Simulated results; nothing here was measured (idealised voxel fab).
Process module, titled voxel ribs on slabs
In the cross-section labelled cut, the width is 280 nm and each square cell is 5 nm.
If you're reading a cross-section in this doc, picture square cells in a grid; it comes to you as bands, top ones listed first down to the bottom, and a band can be one or more rows of cells.
Per band: top height and bottom height in nm, followed by the left-to-right materials and their widths in nm; "everywhere" marks a single material spanning edge to edge, "blank" marks empty space.
Zero point of the height axis is 0; under it, received wafer = one material. Lowest band: continues down indefinitely, "top 0, no bottom".
Per-row width for "30..40": begins at first number (top row of band), ends at second number (bottom row), increment between rows held constant.
"nothing altered" (step): cross-section cells unchanged, all of them.
So "Entrapped voids" is basically the list of trapped voids: any empty space of 8 cells or more that can't reach the top through an opening. They're written width x height at distance, the distance being from the left edge, and it's all nm.
Read whatever lies past the settings on a step's line as the simulator's own remark about the step.
For masked steps, "overlay nm" on the step line gives how far right of plan the mask actually lay; a minus sign means it lay to the left.
Planned process steps
1) RECEIVE, material Si
2) DIRECTIONAL_DEP, material SiO2, thk nm 25
3) DIRECTIONAL_DEP, material SiN, thk nm 25
4) DIRECTIONAL_DEP, material aC, thk nm 15
5) PATTERN, tone cover, mask id RIB, material resist, width nm 30, thk nm 30, overlay nm 0
6) DIRECTIONAL_ETCH, etch materials aC, depth nm 15
7) STRIP, etch materials resist
8) DIRECTIONAL_ETCH, etch materials SiN, depth nm 15
9) STRIP, etch materials aC
10) PATTERN, tone cover, mask id SLAB, material resist, width nm 60, thk nm 20, overlay nm 0
11) DIRECTIONAL_ETCH, etch materials SiN, depth nm 10
12) STRIP, etch materials resist
13) FILL_DEP, material SiO2, thk nm 20
14) CMP, height nm 60
15) DIRECTIONAL_DEP, material TiN, thk nm 5
16) MASKED_ETCH, tone cover, mask id HEATER, width nm 40, etch materials TiN, depth nm 5, overlay nm 0
17) CONFORMAL_DEP, material SiN, thk nm 5
First wafer of two (run as planned)
Step 1 complete: cross-section of the wafer as received
* top 0, no bottom: Si everywhere
* Entrapped voids: none
Cross-sectional representation of the wafer at the conclusion of step 2
* top 25, bottom 0: SiO2 everywhere
* Below 0 it's all the same as before, nothing changed down there.
Cross-sectional representation of the wafer at the conclusion of step 3
* top 50, bottom 25: SiN everywhere
* Below 25 it's all the same as before, nothing changed down there.
Cross-sectional representation of the wafer at the conclusion of step 4
* top 65, bottom 50: aC everywhere
* Below 50 it's all the same as before, nothing changed down there.
Cross-sectional representation of the wafer at the conclusion of step 5
* top 95, bottom 65: blank 125  resist 30  blank 125
* Below 65 it's all the same as before, nothing changed down there.
Cross-sectional representation of the wafer at the conclusion of step 6
* top 80, bottom 65: blank 125  resist 30  blank 125
* top 65, bottom 50: blank 125  aC 30  blank 125
* Below 50 it's all the same as before, nothing changed down there.
Cross-sectional representation of the wafer at the conclusion of step 7
* top 65, bottom 50: blank 125  aC 30  blank 125
* Below 50 it's all the same as before, nothing changed down there.
Cross-sectional representation of the wafer at the conclusion of step 8
* top 65, bottom 50: blank 125  aC 30  blank 125
* top 50, bottom 35: blank 125  SiN 30  blank 125
* Below 35 it's all the same as before, nothing changed down there.
Cross-sectional representation of the wafer at the conclusion of step 9
* top 50, bottom 35: blank 125  SiN 30  blank 125
* Below 35 it's all the same as before, nothing changed down there.
Cross-sectional representation of the wafer at the conclusion of step 10
* top 70, bottom 50: blank 110  resist 60  blank 110
* top 50, bottom 35: blank 110  resist 15  SiN 30  resist 15  blank 110
* Below 35 it's all the same as before, nothing changed down there.
Cross-sectional representation of the wafer at the conclusion of step 11
* top 70, bottom 50: blank 110  resist 60  blank 110
* top 50, bottom 35: blank 110  resist 15  SiN 30  resist 15  blank 110
* top 35, bottom 25: blank 110  SiN 60  blank 110
* Below 25 it's all the same as before, nothing changed down there.
Cross-sectional representation of the wafer at the conclusion of step 12
* top 50, bottom 35: blank 125  SiN 30  blank 125
* Below 35 it's all the same as before, nothing changed down there.
Cross-sectional representation of the wafer at the conclusion of step 13
* top 70, bottom 50: SiO2 everywhere
* top 50, bottom 35: SiO2 125  SiN 30  SiO2 125
* top 35, bottom 25: SiO2 110  SiN 60  SiO2 110
* Below 25 it's all the same as before, nothing changed down there.
Cross-sectional representation of the wafer at the conclusion of step 14
* top 60, bottom 50: SiO2 everywhere
* Below 50 it's all the same as before, nothing changed down there.
Cross-sectional representation of the wafer at the conclusion of step 15
* top 65, bottom 60: TiN everywhere
* Below 60 it's all the same as before, nothing changed down there.
Cross-sectional representation of the wafer at the conclusion of step 16
* top 65, bottom 60: blank 120  TiN 40  blank 120
* Below 60 it's all the same as before, nothing changed down there.
Cross-sectional representation of the wafer at the conclusion of step 17
* top 70, bottom 65: blank 115  SiN 50  blank 115
* top 65, bottom 60: SiN 120  TiN 40  SiN 120
* Below 60 it's all the same as before, nothing changed down there.
Second wafer - shared start and plan with the first - one error in running - same as the first up to step 4 inclusive
At the planned end of step 5, the second wafer in cross-section
* top 95, bottom 65: blank 115  resist 30  blank 135
* Below 65 it's all the same as before, nothing changed down there.
At the planned end of step 6, the second wafer in cross-section
* top 80, bottom 65: blank 115  resist 30  blank 135
* top 65, bottom 50: blank 115  aC 30  blank 135
* Below 50 it's all the same as before, nothing changed down there.
At the planned end of step 7, the second wafer in cross-section
* top 65, bottom 50: blank 115  aC 30  blank 135
* Below 50 it's all the same as before, nothing changed down there.
At the planned end of step 8, the second wafer in cross-section
* top 65, bottom 50: blank 115  aC 30  blank 135
* top 50, bottom 35: blank 115  SiN 30  blank 135
* Below 35 it's all the same as before, nothing changed down there.
At the planned end of step 9, the second wafer in cross-section
* top 50, bottom 35: blank 115  SiN 30  blank 135
* Below 35 it's all the same as before, nothing changed down there.
At the planned end of step 10, the second wafer in cross-section
* top 70, bottom 50: blank 110  resist 60  blank 110
* top 50, bottom 35: blank 110  resist 5  SiN 30  resist 25  blank 110
* Below 35 it's all the same as before, nothing changed down there.
At the planned end of step 11, the second wafer in cross-section
* top 70, bottom 50: blank 110  resist 60  blank 110
* top 50, bottom 35: blank 110  resist 5  SiN 30  resist 25  blank 110
* top 35, bottom 25: blank 110  SiN 60  blank 110
* Below 25 it's all the same as before, nothing changed down there.
At the planned end of step 12, the second wafer in cross-section
* top 50, bottom 35: blank 115  SiN 30  blank 135
* Below 35 it's all the same as before, nothing changed down there.
At the planned end of step 13, the second wafer in cross-section
* top 70, bottom 50: SiO2 everywhere
* top 50, bottom 35: SiO2 115  SiN 30  SiO2 135
* top 35, bottom 25: SiO2 110  SiN 60  SiO2 110
* Below 25 it's all the same as before, nothing changed down there.
At the planned end of step 14, the second wafer in cross-section
* top 60, bottom 50: SiO2 everywhere
* Below 50 it's all the same as before, nothing changed down there.
At the planned end of step 15, the second wafer in cross-section
* top 65, bottom 60: TiN everywhere
* Below 60 it's all the same as before, nothing changed down there.
At the planned end of step 16, the second wafer in cross-section
* top 65, bottom 60: blank 120  TiN 40  blank 120
* Below 60 it's all the same as before, nothing changed down there.
At the planned end of step 17, the second wafer in cross-section
* top 70, bottom 65: blank 115  SiN 50  blank 115
* top 65, bottom 60: SiN 120  TiN 40  SiN 120
* Below 60 it's all the same as before, nothing changed down there.
Diagnosis: step 5 did not use the planned setting and instead ran as PATTERN, tone cover, mask id RIB, material resist, width nm 30, thk nm 30, overlay nm -10
at the end the second wafer has, in cells: as many of each material as the first, in other places
